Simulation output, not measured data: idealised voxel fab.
Process module name: voxel wiring stack
In the cross-section labelled cut, the width is 230 nm and each square cell is 5 nm.
For the purposes of this document, a cross-section shall be understood as a grid of square cells, specified as bands listed in top-to-bottom order, each band consisting of one or more rows of cells.
Band entry format. Leading values: height of top, height of bottom, nm. Remainder: materials in left-to-right order, each with its width in nm. Special words: "all across" on a single material, which then fills the band edge to edge; "empty", empty space.
Heights from 0 (as-received wafer is one material below). Bottom band endless downward, as "top 0, no bottom".
The expression "30..40" gives the width at the extremes of the band, the first number at its top row of cells and the second at its bottom row, with the width changing by equal amounts from each row to the next in between.
No cell of the cross-section changed in a step that is given as "no modifications".
Empty spaces without an open route to the top, at least 8 cells in extent, make up the entry "Entrapped voids"; each is given as width x height at distance, where the distance is measured from the left edge, and all are in nm.
Anything after a step's settings on that line? It's the simulator's own note about the step.
overlay nm: how far to the right of its planned place the mask lay on this masked step (negative: to the left).
Reading key. Pairs: pre-step and post-step cross-section, one process step apart; post-step view only to lowest changed band. Step between + settings: beneath pair. Runs: pairs may be from different runs of this module, same starting wafer. Continuation from pair above: only where "Pre-processing view" entry says.
Pre-processing view:
- top 110, bottom 90: SiO2 all across
- top 90, bottom 85: SiCN all across
- top 85, bottom 70: 50 SiO2; 5 TiN; 10 Ru; 5 TiN; 15 SiO2; 5 TiN; 10 Ru; 5 TiN; 15 SiO2; 5 TiN; 10 Ru; 5 TiN; 15 SiO2; 5 TiN; 10 Ru; 5 TiN; 55 SiO2
- top 70, bottom 65: 50 SiCN; 20 TiN; 15 SiCN; 20 TiN; 15 SiCN; 20 TiN; 15 SiCN; 20 TiN; 55 SiCN
- top 65, bottom 45: 50 SiO2; 15 Ru; 55 SiO2; 15 Ru; 95 SiO2
- top 45, bottom 40: 50 SiCN; 15 Ru; 55 SiCN; 15 Ru; 95 SiCN
- top 40, bottom 20: 45 SiO2; 5 SiCN; 20 Ru; 5 SiCN; 5 SiO2; 5 SiCN; 20 Ru; 5 SiCN; 5 SiO2; 5 SiCN; 20 Ru; 5 SiCN; 5 SiO2; 5 SiCN; 20 Ru; 5 SiCN; 50 SiO2
- top 20, bottom 15: 50 SiCN; 20 Ru; 15 SiCN; 20 Ru; 15 SiCN; 20 Ru; 15 SiCN; 20 Ru; 55 SiCN
- top 15, bottom 5: SiO2 all across
- top 5, bottom 0: TiN all across
- top 0, no bottom: Si all across
- Entrapped voids: none
Post-Process View:
- top 130, bottom 110: 50 resist; 15 empty; 55 resist; 15 empty; 95 resist
- Beneath the level 110, the cross-section is identical to its previous state.
- Entrapped voids: none
Between the two cross-sections shown above lies PATTERN [tone open] [mask id PLUG_2] [material resist] [width nm 15] [pitch nm 70] [thk nm 20] [overlay nm 0]
Pre-processing view: = after-state of the pair above.
Post-Process View:
- top 130, bottom 110: 50 resist; 15 empty; 55 resist; 15 empty; 95 resist
- top 110, bottom 90: 50 SiO2; 15 empty; 55 SiO2; 15 empty; 95 SiO2
- Beneath the level 90, the cross-section is identical to its previous state.
- Entrapped voids: none
Between the two cross-sections shown above lies DIRECTIONAL_ETCH [etch materials SiO2] [depth nm 20]
Pre-processing view: = after-state of the pair above.
Post-Process View:
- top 130, bottom 110: 50 resist; 15 empty; 55 resist; 15 empty; 95 resist
- top 110, bottom 90: 50 SiO2; 15 empty; 55 SiO2; 15 empty; 95 SiO2
- top 90, bottom 85: 50 SiCN; 15 empty; 55 SiCN; 15 empty; 95 SiCN
- Beneath the level 85, the cross-section is identical to its previous state.
- Entrapped voids: none
Between the two cross-sections shown above lies DIRECTIONAL_ETCH [etch materials SiCN] [depth nm 5]
Pre-processing view: = after-state of the pair above.
Post-Process View:
- top 110, bottom 90: 50 SiO2; 15 empty; 55 SiO2; 15 empty; 95 SiO2
- Beneath the level 90, the cross-section is identical to its previous state.
- Entrapped voids: none
Between the two cross-sections shown above lies STRIP [etch materials resist]
Pre-processing view: = after-state of the pair above.
Post-Process View:
- top 115, bottom 110: 55 TiN; 5 empty; 65 TiN; 5 empty; 100 TiN
- top 110, bottom 90: 50 SiO2; 5 TiN; 5 empty; 5 TiN; 55 SiO2; 5 TiN; 5 empty; 5 TiN; 95 SiO2
- top 90, bottom 85: 50 SiCN; 15 TiN; 55 SiCN; 15 TiN; 95 SiCN
- Beneath the level 85, the cross-section is identical to its previous state.
- Entrapped voids: none
Between the two cross-sections shown above lies CONFORMAL_DEP [material TiN] [thk nm 5]
Pre-processing view: = after-state of the pair above.
Post-Process View:
- top 120, bottom 115: Ru all across
- top 115, bottom 110: 55 TiN; 5 Ru; 65 TiN; 5 Ru; 100 TiN
- top 110, bottom 90: 50 SiO2; 5 TiN; 5 Ru; 5 TiN; 55 SiO2; 5 TiN; 5 Ru; 5 TiN; 95 SiO2
- Beneath the level 90, the cross-section is identical to its previous state.
- Entrapped voids: none
Between the two cross-sections shown above lies FILL_DEP [material Ru] [thk nm 5]
Pre-processing view: = after-state of the pair above.
Post-Process View:
- top 110, bottom 90: 50 SiO2; 5 TiN; 5 Ru; 5 TiN; 55 SiO2; 5 TiN; 5 Ru; 5 TiN; 95 SiO2
- Beneath the level 90, the cross-section is identical to its previous state.
- Entrapped voids: none
Between the two cross-sections shown above lies CMP [height nm 110]
Pre-processing view: = after-state of the pair above.
Post-Process View:
- top 115, bottom 110: SiN all across
- Beneath the level 110, the cross-section is identical to its previous state.
- Entrapped voids: none
Between the two cross-sections shown above lies CONFORMAL_DEP [material SiN] [thk nm 5]
Pre-processing view: = after-state of the pair above.
Post-Process View:
- top 135, bottom 115: lowk all across
- Beneath the level 115, the cross-section is identical to its previous state.
- Entrapped voids: none
Between the two cross-sections shown above lies DIRECTIONAL_DEP [material lowk] [thk nm 20]
Pre-processing view: = after-state of the pair above.
Post-Process View:
- top 150, bottom 135: 50 resist; 20 empty; 15 resist; 20 empty; 15 resist; 20 empty; 15 resist; 20 empty; 55 resist
- Beneath the level 135, the cross-section is identical to its previous state.
- Entrapped voids: none
Between the two cross-sections shown above lies PATTERN [tone open] [mask id METAL_3] [material resist] [width nm 20] [pitch nm 35] [thk nm 15] [overlay nm 0]
Pre-processing view: = after-state of the pair above.
Post-Process View:
- top 150, bottom 135: 50 resist; 20 empty; 15 resist; 20 empty; 15 resist; 20 empty; 15 resist; 20 empty; 55 resist
- top 135, bottom 115: 50 lowk; 20 empty; 15 lowk; 20 empty; 15 lowk; 20 empty; 15 lowk; 20 empty; 55 lowk
- Beneath the level 115, the cross-section is identical to its previous state.
- Entrapped voids: none
Between the two cross-sections shown above lies DIRECTIONAL_ETCH [etch materials lowk] [depth nm 20]
Pre-processing view: = after-state of the pair above.
Post-Process View:
- top 150, bottom 135: 50 resist; 20 empty; 15 resist; 20 empty; 15 resist; 20 empty; 15 resist; 20 empty; 55 resist
- top 135, bottom 115: 50 lowk; 20 empty; 15 lowk; 20 empty; 15 lowk; 20 empty; 15 lowk; 20 empty; 55 lowk
- top 115, bottom 110: 50 SiN; 20 empty; 15 SiN; 20 empty; 15 SiN; 20 empty; 15 SiN; 20 empty; 55 SiN
- Beneath the level 110, the cross-section is identical to its previous state.
- Entrapped voids: none
Between the two cross-sections shown above lies DIRECTIONAL_ETCH [etch materials SiN] [depth nm 5]
Pre-processing view: = after-state of the pair above.
Post-Process View:
- top 135, bottom 115: 50 lowk; 20 empty; 15 lowk; 20 empty; 15 lowk; 20 empty; 15 lowk; 20 empty; 55 lowk
- Beneath the level 115, the cross-section is identical to its previous state.
- Entrapped voids: none
Between the two cross-sections shown above lies STRIP [etch materials resist]
Pre-processing view: = after-state of the pair above.
Post-Process View:
- top 140, bottom 135: 55 TiN; 10 empty; 25 TiN; 10 empty; 25 TiN; 10 empty; 25 TiN; 10 empty; 60 TiN
- top 135, bottom 115: 50 lowk; 5 TiN; 10 empty; 5 TiN; 15 lowk; 5 TiN; 10 empty; 5 TiN; 15 lowk; 5 TiN; 10 empty; 5 TiN; 15 lowk; 5 TiN; 10 empty; 5 TiN; 55 lowk
- top 115, bottom 110: 50 SiN; 20 TiN; 15 SiN; 20 TiN; 15 SiN; 20 TiN; 15 SiN; 20 TiN; 55 SiN
- Beneath the level 110, the cross-section is identical to its previous state.
- Entrapped voids: none
Between the two cross-sections shown above lies CONFORMAL_DEP [material TiN] [thk nm 5]
Pre-processing view: = after-state of the pair above.
Post-Process View:
- top 145, bottom 140: Cu all across
- top 140, bottom 135: 55 TiN; 10 Cu; 25 TiN; 10 Cu; 25 TiN; 10 Cu; 25 TiN; 10 Cu; 60 TiN
- top 135, bottom 115: 50 lowk; 5 TiN; 10 Cu; 5 TiN; 15 lowk; 5 TiN; 10 Cu; 5 TiN; 15 lowk; 5 TiN; 10 Cu; 5 TiN; 15 lowk; 5 TiN; 10 Cu; 5 TiN; 55 lowk
- Beneath the level 115, the cross-section is identical to its previous state.
- Entrapped voids: none
Between the two cross-sections shown above lies FILL_DEP [material Cu] [thk nm 5]
Pre-processing view: = after-state of the pair above.
Post-Process View:
- top 135, bottom 115: 50 lowk; 5 TiN; 10 Cu; 5 TiN; 15 lowk; 5 TiN; 10 Cu; 5 TiN; 15 lowk; 5 TiN; 10 Cu; 5 TiN; 15 lowk; 5 TiN; 10 Cu; 5 TiN; 55 lowk
- Beneath the level 115, the cross-section is identical to its previous state.
- Entrapped voids: none
Between the two cross-sections shown above lies CMP [height nm 135]
Pre-processing view: = after-state of the pair above.
Post-Process View:
- top 140, bottom 135: SiCN all across
- Beneath the level 135, the cross-section is identical to its previous state.
- Entrapped voids: none
Between the two cross-sections shown above lies CONFORMAL_DEP [material SiCN] [thk nm 5]
Pre-processing view: = after-state of the pair above.
Post-Process View:
- top 165, bottom 140: lowk all across
- Beneath the level 140, the cross-section is identical to its previous state.
- Entrapped voids: none
Between the two cross-sections shown above lies DIRECTIONAL_DEP [material lowk] [thk nm 25]
Pre-processing view: = after-state of the pair above.
Post-Process View:
- top 165, bottom 140: 50 lowk; 15 empty; 20 lowk; 15 empty; 20 lowk; 15 empty; 20 lowk; 15 empty; 60 lowk
- Beneath the level 140, the cross-section is identical to its previous state.
- Entrapped voids: none
Between the two cross-sections shown above lies MASKED_ETCH [tone open] [mask id METAL_4_HOLES] [width nm 15] [pitch nm 35] [etch materials lowk] [depth nm 25] [overlay nm 0]
Pre-processing view: = after-state of the pair above.
Post-Process View:
- top 165, bottom 150: 50 lowk; 20 empty; 15 lowk; 20 empty; 15 lowk; 20 empty; 15 lowk; 20 empty; 55 lowk
- Beneath the level 150, the cross-section is identical to its previous state.
- Entrapped voids: none
Between the two cross-sections shown above lies MASKED_ETCH [tone open] [mask id METAL_4] [width nm 20] [pitch nm 35] [etch materials lowk] [depth nm 15] [overlay nm 0]
Pre-processing view: = after-state of the pair above.
Post-Process View:
- top 165, bottom 150: 50 lowk; 20 empty; 15 lowk; 20 empty; 15 lowk; 20 empty; 15 lowk; 20 empty; 55 lowk
- top 150, bottom 140: 50 lowk; 15 empty; 20 lowk; 15 empty; 20 lowk; 15 empty; 20 lowk; 15 empty; 60 lowk
- top 140, bottom 135: 50 SiCN; 15 empty; 20 SiCN; 15 empty; 20 SiCN; 15 empty; 20 SiCN; 15 empty; 60 SiCN
- Beneath the level 135, the cross-section is identical to its previous state.
- Entrapped voids: none
Between the two cross-sections shown above lies MASKED_ETCH [tone open] [mask id METAL_4] [width nm 20] [pitch nm 35] [etch materials SiCN] [depth nm 5] [overlay nm 0]
Pre-processing view: = after-state of the pair above.
Post-Process View:
- top 170, bottom 165: 55 TiN; 10 empty; 25 TiN; 10 empty; 25 TiN; 10 empty; 25 TiN; 10 empty; 60 TiN
- top 165, bottom 155: 50 lowk; 5 TiN; 10 empty; 5 TiN; 15 lowk; 5 TiN; 10 empty; 5 TiN; 15 lowk; 5 TiN; 10 empty; 5 TiN; 15 lowk; 5 TiN; 10 empty; 5 TiN; 55 lowk
- top 155, bottom 150: 50 lowk; 5 TiN; 5 empty; 10 TiN; 15 lowk; 5 TiN; 5 empty; 10 TiN; 15 lowk; 5 TiN; 5 empty; 10 TiN; 15 lowk; 5 TiN; 5 empty; 10 TiN; 55 lowk
- top 150, bottom 140: 50 lowk; 5 TiN; 5 empty; 5 TiN; 20 lowk; 5 TiN; 5 empty; 5 TiN; 20 lowk; 5 TiN; 5 empty; 5 TiN; 20 lowk; 5 TiN; 5 empty; 5 TiN; 60 lowk
- top 140, bottom 135: 50 SiCN; 15 TiN; 20 SiCN; 15 TiN; 20 SiCN; 15 TiN; 20 SiCN; 15 TiN; 60 SiCN
- Beneath the level 135, the cross-section is identical to its previous state.
- Entrapped voids: none
Between the two cross-sections shown above lies CONFORMAL_DEP [material TiN] [thk nm 5]
Pre-processing view: = after-state of the pair above.
Post-Process View:
- top 180, bottom 170: Cu all across
- top 170, bottom 165: 55 TiN; 10 Cu; 25 TiN; 10 Cu; 25 TiN; 10 Cu; 25 TiN; 10 Cu; 60 TiN
- top 165, bottom 155: 50 lowk; 5 TiN; 10 Cu; 5 TiN; 15 lowk; 5 TiN; 10 Cu; 5 TiN; 15 lowk; 5 TiN; 10 Cu; 5 TiN; 15 lowk; 5 TiN; 10 Cu; 5 TiN; 55 lowk
- top 155, bottom 150: 50 lowk; 5 TiN; 5 Cu; 10 TiN; 15 lowk; 5 TiN; 5 Cu; 10 TiN; 15 lowk; 5 TiN; 5 Cu; 10 TiN; 15 lowk; 5 TiN; 5 Cu; 10 TiN; 55 lowk
- top 150, bottom 140: 50 lowk; 5 TiN; 5 Cu; 5 TiN; 20 lowk; 5 TiN; 5 Cu; 5 TiN; 20 lowk; 5 TiN; 5 Cu; 5 TiN; 20 lowk; 5 TiN; 5 Cu; 5 TiN; 60 lowk
- Beneath the level 140, the cross-section is identical to its previous state.
- Entrapped voids: none
Between the two cross-sections shown above lies FILL_DEP [material Cu] [thk nm 10]
Pre-processing view: = after-state of the pair above.
Post-Process View:
- top 165, bottom 155: 50 lowk; 5 TiN; 10 Cu; 5 TiN; 15 lowk; 5 TiN; 10 Cu; 5 TiN; 15 lowk; 5 TiN; 10 Cu; 5 TiN; 15 lowk; 5 TiN; 10 Cu; 5 TiN; 55 lowk
- Beneath the level 155, the cross-section is identical to its previous state.
- Entrapped voids: none
Between the two cross-sections shown above lies CMP [height nm 165]
Pre-processing view: = after-state of the pair above.
Post-Process View:
- top 170, bottom 165: SiCN all across
- Beneath the level 165, the cross-section is identical to its previous state.
- Entrapped voids: none
Between the two cross-sections shown above lies CONFORMAL_DEP [material SiCN] [thk nm 5]
Pre-processing view:
- top 45, bottom 40: SiCN all across
- top 40, bottom 15: 45 SiO2; 5 SiCN; 20 Ru; 5 SiCN; 5 SiO2; 5 SiCN; 20 Ru; 5 SiCN; 5 SiO2; 5 SiCN; 20 Ru; 5 SiCN; 5 SiO2; 5 SiCN; 20 Ru; 5 SiCN; 50 SiO2
- top 15, bottom 10: 50 SiCN; 20 TiN; 15 SiCN; 20 TiN; 15 SiCN; 20 TiN; 15 SiCN; 20 TiN; 55 SiCN
- top 10, bottom 0: SiO2 all across
- top 0, no bottom: Si all across
- Entrapped voids: none
Post-Process View:
- top 60, bottom 45: SiO2 all across
- Beneath the level 45, the cross-section is identical to its previous state.
- Entrapped voids: none
Between the two cross-sections shown above lies DIRECTIONAL_DEP [material SiO2] [thk nm 15]
Pre-processing view: = after-state of the pair above.
Post-Process View:
- top 60, bottom 45: 50 SiO2; 15 empty; 55 SiO2; 15 empty; 95 SiO2
- Beneath the level 45, the cross-section is identical to its previous state.
- Entrapped voids: none
Between the two cross-sections shown above lies MASKED_ETCH [tone open] [mask id PLUG_1] [width nm 15] [pitch nm 70] [etch materials SiO2] [depth nm 20] [overlay nm 0]
Pre-processing view: = after-state of the pair above.
Post-Process View:
- top 60, bottom 45: 50 SiO2; 15 empty; 55 SiO2; 15 empty; 95 SiO2
- top 45, bottom 40: 50 SiCN; 15 empty; 55 SiCN; 15 empty; 95 SiCN
- Beneath the level 40, the cross-section is identical to its previous state.
- Entrapped voids: none
Between the two cross-sections shown above lies MASKED_ETCH [tone open] [mask id PLUG_1] [width nm 15] [pitch nm 70] [etch materials SiCN] [depth nm 5] [overlay nm 0]
Pre-processing view: = after-state of the pair above.
Post-Process View:
- top 60, bottom 50: 50 SiO2; 15 empty; 55 SiO2; 15 empty; 95 SiO2
- top 50, bottom 45: 50 SiO2; 15 Ru; 55 SiO2; 15 Ru; 95 SiO2
- top 45, bottom 40: 50 SiCN; 15 Ru; 55 SiCN; 15 Ru; 95 SiCN
- Beneath the level 40, the cross-section is identical to its previous state.
- Entrapped voids: none
Between the two cross-sections shown above lies EPI [material Ru] [thk nm 10]
Pre-processing view: = after-state of the pair above.
Post-Process View:
- top 60, bottom 45: 50 SiO2; 15 Ru; 55 SiO2; 15 Ru; 95 SiO2
- Beneath the level 45, the cross-section is identical to its previous state.
- Entrapped voids: none
Between the two cross-sections shown above lies EPI [material Ru] [thk nm 10]
Pre-processing view: = after-state of the pair above.
Post-Process View:
- top 65, bottom 60: 45 empty; 25 Ru; 45 empty; 25 Ru; 90 empty
- Beneath the level 60, the cross-section is identical to its previous state.
- Entrapped voids: none
Between the two cross-sections shown above lies EPI [material Ru] [thk nm 5]
Pre-processing view: = after-state of the pair above.
Post-Process View:
- top 70, bottom 65: 40 empty; 35 SiCN; 35 empty; 35 SiCN; 85 empty
- top 65, bottom 60: 45 SiCN; 25 Ru; 45 SiCN; 25 Ru; 90 SiCN
- Beneath the level 60, the cross-section is identical to its previous state.
- Entrapped voids: none
Between the two cross-sections shown above lies CONFORMAL_DEP [material SiCN] [thk nm 5]
Pre-processing view: = after-state of the pair above.
Post-Process View:
- top 85, bottom 80: 40 empty; 35 SiO2; 35 empty; 35 SiO2; 85 empty
- top 80, bottom 70: SiO2 all across
- top 70, bottom 65: 40 SiO2; 35 SiCN; 35 SiO2; 35 SiCN; 85 SiO2
- Beneath the level 65, the cross-section is identical to its previous state.
- Entrapped voids: none
Between the two cross-sections shown above lies DIRECTIONAL_DEP [material SiO2] [thk nm 15]
Pre-processing view: = after-state of the pair above.
Post-Process View:
- top 95, bottom 90: 40 empty; 35 aC; 35 empty; 35 aC; 85 empty
- top 90, bottom 85: aC all across
- top 85, bottom 80: 40 aC; 35 SiO2; 35 aC; 35 SiO2; 85 aC
- Beneath the level 80, the cross-section is identical to its previous state.
- Entrapped voids: none
Between the two cross-sections shown above lies DIRECTIONAL_DEP [material aC] [thk nm 10]
Pre-processing view: = after-state of the pair above.
Post-Process View:
- top 120, bottom 95: 50 resist; 20 empty; 15 resist; 20 empty; 15 resist; 20 empty; 15 resist; 20 empty; 55 resist
- top 95, bottom 90: 40 resist; 35 aC; 10 resist; 20 empty; 5 resist; 35 aC; 10 resist; 20 empty; 55 resist
- Beneath the level 90, the cross-section is identical to its previous state.
- Entrapped voids: none
Between the two cross-sections shown above lies PATTERN [tone open] [mask id METAL_2] [material resist] [width nm 20] [pitch nm 35] [thk nm 25] [overlay nm 0]
Pre-processing view: = after-state of the pair above.
Post-Process View:
- top 110, bottom 95: 50 resist; 20 empty; 15 resist; 20 empty; 15 resist; 20 empty; 15 resist; 20 empty; 55 resist
- top 95, bottom 90: 40 resist; 10 aC; 20 empty; 5 aC; 10 resist; 20 empty; 5 resist; 10 aC; 20 empty; 5 aC; 10 resist; 20 empty; 55 resist
- top 90, bottom 85: 50 aC; 20 empty; 15 aC; 20 empty; 15 aC; 20 empty; 15 aC; 20 empty; 55 aC
- top 85, bottom 80: 40 aC; 35 SiO2; 10 aC; 20 empty; 5 aC; 35 SiO2; 10 aC; 20 empty; 55 aC
- Beneath the level 80, the cross-section is identical to its previous state.
- Entrapped voids: none
Between the two cross-sections shown above lies DIRECTIONAL_ETCH [etch materials aC] [depth nm 10]
Pre-processing view: = after-state of the pair above.
Post-Process View:
- top 95, bottom 90: 40 empty; 10 aC; 20 empty; 5 aC; 35 empty; 10 aC; 20 empty; 5 aC; 85 empty
- Beneath the level 90, the cross-section is identical to its previous state.
- Entrapped voids: none
Between the two cross-sections shown above lies STRIP [etch materials resist]
Pre-processing view: = after-state of the pair above.
Post-Process View:
- top 95, bottom 90: 40 empty; 10 aC; 20 empty; 5 aC; 35 empty; 10 aC; 20 empty; 5 aC; 85 empty
- top 90, bottom 85: 50 aC; 20 empty; 15 aC; 20 empty; 15 aC; 20 empty; 15 aC; 20 empty; 55 aC
- top 85, bottom 80: 40 aC; 10 SiO2; 20 empty; 5 SiO2; 10 aC; 20 empty; 5 aC; 10 SiO2; 20 empty; 5 SiO2; 10 aC; 20 empty; 55 aC
- top 80, bottom 70: 50 SiO2; 20 empty; 15 SiO2; 20 empty; 15 SiO2; 20 empty; 15 SiO2; 20 empty; 55 SiO2
- top 70, bottom 65: 40 SiO2; 35 SiCN; 10 SiO2; 20 empty; 5 SiO2; 35 SiCN; 10 SiO2; 20 empty; 55 SiO2
- Beneath the level 65, the cross-section is identical to its previous state.
- Entrapped voids: none
Between the two cross-sections shown above lies DIRECTIONAL_ETCH [etch materials SiO2] [depth nm 15]
Pre-processing view: = after-state of the pair above.
Post-Process View:
- top 95, bottom 90: 40 empty; 10 aC; 20 empty; 5 aC; 35 empty; 10 aC; 20 empty; 5 aC; 85 empty
- top 90, bottom 85: 50 aC; 20 empty; 15 aC; 20 empty; 15 aC; 20 empty; 15 aC; 20 empty; 55 aC
- top 85, bottom 80: 40 aC; 10 SiO2; 20 empty; 5 SiO2; 10 aC; 20 empty; 5 aC; 10 SiO2; 20 empty; 5 SiO2; 10 aC; 20 empty; 55 aC
- top 80, bottom 70: 50 SiO2; 20 empty; 15 SiO2; 20 empty; 15 SiO2; 20 empty; 15 SiO2; 20 empty; 55 SiO2
- top 70, bottom 65: 40 SiO2; 10 SiCN; 20 empty; 5 SiCN; 10 SiO2; 20 empty; 5 SiO2; 10 SiCN; 20 empty; 5 SiCN; 10 SiO2; 20 empty; 55 SiO2
- top 65, bottom 60: 45 SiCN; 25 Ru; 15 SiCN; 20 empty; 10 SiCN; 25 Ru; 15 SiCN; 20 empty; 55 SiCN
- Beneath the level 60, the cross-section is identical to its previous state.
- Entrapped voids: none
Between the two cross-sections shown above lies DIRECTIONAL_ETCH [etch materials SiCN] [depth nm 5]
Pre-processing view: = after-state of the pair above.
Post-Process View:
- top 85, bottom 80: 40 empty; 10 SiO2; 20 empty; 5 SiO2; 35 empty; 10 SiO2; 20 empty; 5 SiO2; 85 empty
- Beneath the level 80, the cross-section is identical to its previous state.
- Entrapped voids: none
Between the two cross-sections shown above lies STRIP [etch materials aC]
Pre-processing view: = after-state of the pair above.
Post-Process View:
- top 90, bottom 85: 35 empty; 20 TiN; 10 empty; 15 TiN; 25 empty; 20 TiN; 10 empty; 15 TiN; 80 empty
- top 85, bottom 80: 40 TiN; 10 SiO2; 5 TiN; 10 empty; 5 TiN; 5 SiO2; 15 TiN; 10 empty; 10 TiN; 10 SiO2; 5 TiN; 10 empty; 5 TiN; 5 SiO2; 15 TiN; 10 empty; 60 TiN
- top 80, bottom 70: 50 SiO2; 5 TiN; 10 empty; 5 TiN; 15 SiO2; 5 TiN; 10 empty; 5 TiN; 15 SiO2; 5 TiN; 10 empty; 5 TiN; 15 SiO2; 5 TiN; 10 empty; 5 TiN; 55 SiO2
- top 70, bottom 65: 40 SiO2; 10 SiCN; 20 TiN; 5 SiCN; 10 SiO2; 5 TiN; 10 empty; 5 TiN; 5 SiO2; 10 SiCN; 20 TiN; 5 SiCN; 10 SiO2; 5 TiN; 10 empty; 5 TiN; 55 SiO2
- top 65, bottom 60: 45 SiCN; 25 Ru; 15 SiCN; 20 TiN; 10 SiCN; 25 Ru; 15 SiCN; 20 TiN; 55 SiCN
- Beneath the level 60, the cross-section is identical to its previous state.
- Entrapped voids: none
Between the two cross-sections shown above lies CONFORMAL_DEP [material TiN] [thk nm 5]
Pre-processing view: = after-state of the pair above.
Post-Process View:
- top 100, bottom 90: Ru all across
- top 90, bottom 85: 35 Ru; 20 TiN; 10 Ru; 15 TiN; 25 Ru; 20 TiN; 10 Ru; 15 TiN; 80 Ru
- top 85, bottom 80: 40 TiN; 10 SiO2; 5 TiN; 10 Ru; 5 TiN; 5 SiO2; 15 TiN; 10 Ru; 10 TiN; 10 SiO2; 5 TiN; 10 Ru; 5 TiN; 5 SiO2; 15 TiN; 10 Ru; 60 TiN
- top 80, bottom 70: 50 SiO2; 5 TiN; 10 Ru; 5 TiN; 15 SiO2; 5 TiN; 10 Ru; 5 TiN; 15 SiO2; 5 TiN; 10 Ru; 5 TiN; 15 SiO2; 5 TiN; 10 Ru; 5 TiN; 55 SiO2
- top 70, bottom 65: 40 SiO2; 10 SiCN; 20 TiN; 5 SiCN; 10 SiO2; 5 TiN; 10 Ru; 5 TiN; 5 SiO2; 10 SiCN; 20 TiN; 5 SiCN; 10 SiO2; 5 TiN; 10 Ru; 5 TiN; 55 SiO2
- Beneath the level 65, the cross-section is identical to its previous state.
- Entrapped voids: none
Between the two cross-sections shown above lies FILL_DEP [material Ru] [thk nm 10]
Pre-processing view: = after-state of the pair above.
Post-Process View:
- top 85, bottom 80: 40 TiN; 10 SiO2; 5 TiN; 10 Ru; 5 TiN; 5 SiO2; 15 TiN; 10 Ru; 10 TiN; 10 SiO2; 5 TiN; 10 Ru; 5 TiN; 5 SiO2; 15 TiN; 10 Ru; 60 TiN
- Beneath the level 80, the cross-section is identical to its previous state.
- Entrapped voids: none
Between the two cross-sections shown above lies CMP [height nm 85]
Pre-processing view: = after-state of the pair above.
Post-Process View:
- top 90, bottom 85: SiCN all across
- Beneath the level 85, the cross-section is identical to its previous state.
- Entrapped voids: none
Between the two cross-sections shown above lies CONFORMAL_DEP [material SiCN] [thk nm 5]
Pre-processing view: = after-state of the pair above.
Post-Process View:
- top 110, bottom 90: SiO2 all across
- Beneath the level 90, the cross-section is identical to its previous state.
- Entrapped voids: none
Between the two cross-sections shown above lies DIRECTIONAL_DEP [material SiO2] [thk nm 20]
Pre-processing view: = after-state of the pair above.
Post-Process View:
- top 130, bottom 110: 50 resist; 15 empty; 55 resist; 15 empty; 95 resist
- Beneath the level 110, the cross-section is identical to its previous state.
- Entrapped voids: none
Between the two cross-sections shown above lies PATTERN [tone open] [mask id PLUG_2] [material resist] [width nm 15] [pitch nm 70] [thk nm 20] [overlay nm 0]
Pre-processing view: = after-state of the pair above.
Post-Process View:
- top 130, bottom 110: 50 resist; 15 empty; 55 resist; 15 empty; 95 resist
- top 110, bottom 90: 50 SiO2; 15 empty; 55 SiO2; 15 empty; 95 SiO2
- Beneath the level 90, the cross-section is identical to its previous state.
- Entrapped voids: none
Between the two cross-sections shown above lies DIRECTIONAL_ETCH [etch materials SiO2] [depth nm 20]
Pre-processing view: = after-state of the pair above.
Post-Process View:
- top 130, bottom 110: 50 resist; 15 empty; 55 resist; 15 empty; 95 resist
- top 110, bottom 90: 50 SiO2; 15 empty; 55 SiO2; 15 empty; 95 SiO2
- top 90, bottom 85: 50 SiCN; 15 empty; 55 SiCN; 15 empty; 95 SiCN
- Beneath the level 85, the cross-section is identical to its previous state.
- Entrapped voids: none
Between the two cross-sections shown above lies DIRECTIONAL_ETCH [etch materials SiCN] [depth nm 5]
Pre-processing view: = after-state of the pair above.
Post-Process View:
- top 110, bottom 90: 50 SiO2; 15 empty; 55 SiO2; 15 empty; 95 SiO2
- Beneath the level 90, the cross-section is identical to its previous state.
- Entrapped voids: none
Between the two cross-sections shown above lies STRIP [etch materials resist]
Pre-processing view: = after-state of the pair above.
Post-Process View:
- top 115, bottom 110: 55 TiN; 5 empty; 65 TiN; 5 empty; 100 TiN
- top 110, bottom 90: 50 SiO2; 5 TiN; 5 empty; 5 TiN; 55 SiO2; 5 TiN; 5 empty; 5 TiN; 95 SiO2
- top 90, bottom 85: 50 SiCN; 15 TiN; 55 SiCN; 15 TiN; 95 SiCN
- Beneath the level 85, the cross-section is identical to its previous state.
- Entrapped voids: none
Between the two cross-sections shown above lies CONFORMAL_DEP [material TiN] [thk nm 5]
Pre-processing view: = after-state of the pair above.
Post-Process View:
- top 120, bottom 115: Ru all across
- top 115, bottom 110: 55 TiN; 5 Ru; 65 TiN; 5 Ru; 100 TiN
- top 110, bottom 90: 50 SiO2; 5 TiN; 5 Ru; 5 TiN; 55 SiO2; 5 TiN; 5 Ru; 5 TiN; 95 SiO2
- Beneath the level 90, the cross-section is identical to its previous state.
- Entrapped voids: none
Between the two cross-sections shown above lies FILL_DEP [material Ru] [thk nm 5]
Pre-processing view: = after-state of the pair above.
Post-Process View:
- top 110, bottom 90: 50 SiO2; 5 TiN; 5 Ru; 5 TiN; 55 SiO2; 5 TiN; 5 Ru; 5 TiN; 95 SiO2
- Beneath the level 90, the cross-section is identical to its previous state.
- Entrapped voids: none
Between the two cross-sections shown above lies CMP [height nm 110]
Pre-processing view: = after-state of the pair above.
Post-Process View:
- top 115, bottom 110: SiN all across
- Beneath the level 110, the cross-section is identical to its previous state.
- Entrapped voids: none
Between the two cross-sections shown above lies CONFORMAL_DEP [material SiN] [thk nm 5]
Pre-processing view: = after-state of the pair above.
Post-Process View:
- top 135, bottom 115: lowk all across
- Beneath the level 115, the cross-section is identical to its previous state.
- Entrapped voids: none
Between the two cross-sections shown above lies DIRECTIONAL_DEP [material lowk] [thk nm 20]
Pre-processing view: = after-state of the pair above.
Post-Process View:
- top 150, bottom 135: 50 resist; 20 empty; 15 resist; 20 empty; 15 resist; 20 empty; 15 resist; 20 empty; 55 resist
- Beneath the level 135, the cross-section is identical to its previous state.
- Entrapped voids: none
Between the two cross-sections shown above lies PATTERN [tone open] [mask id METAL_3] [material resist] [width nm 20] [pitch nm 35] [thk nm 15] [overlay nm 0]
Pre-processing view: = after-state of the pair above.
Post-Process View:
- top 150, bottom 135: 50 resist; 20 empty; 15 resist; 20 empty; 15 resist; 20 empty; 15 resist; 20 empty; 55 resist
- top 135, bottom 115: 50 lowk; 20 empty; 15 lowk; 20 empty; 15 lowk; 20 empty; 15 lowk; 20 empty; 55 lowk
- Beneath the level 115, the cross-section is identical to its previous state.
- Entrapped voids: none
Between the two cross-sections shown above lies DIRECTIONAL_ETCH [etch materials lowk] [depth nm 20]
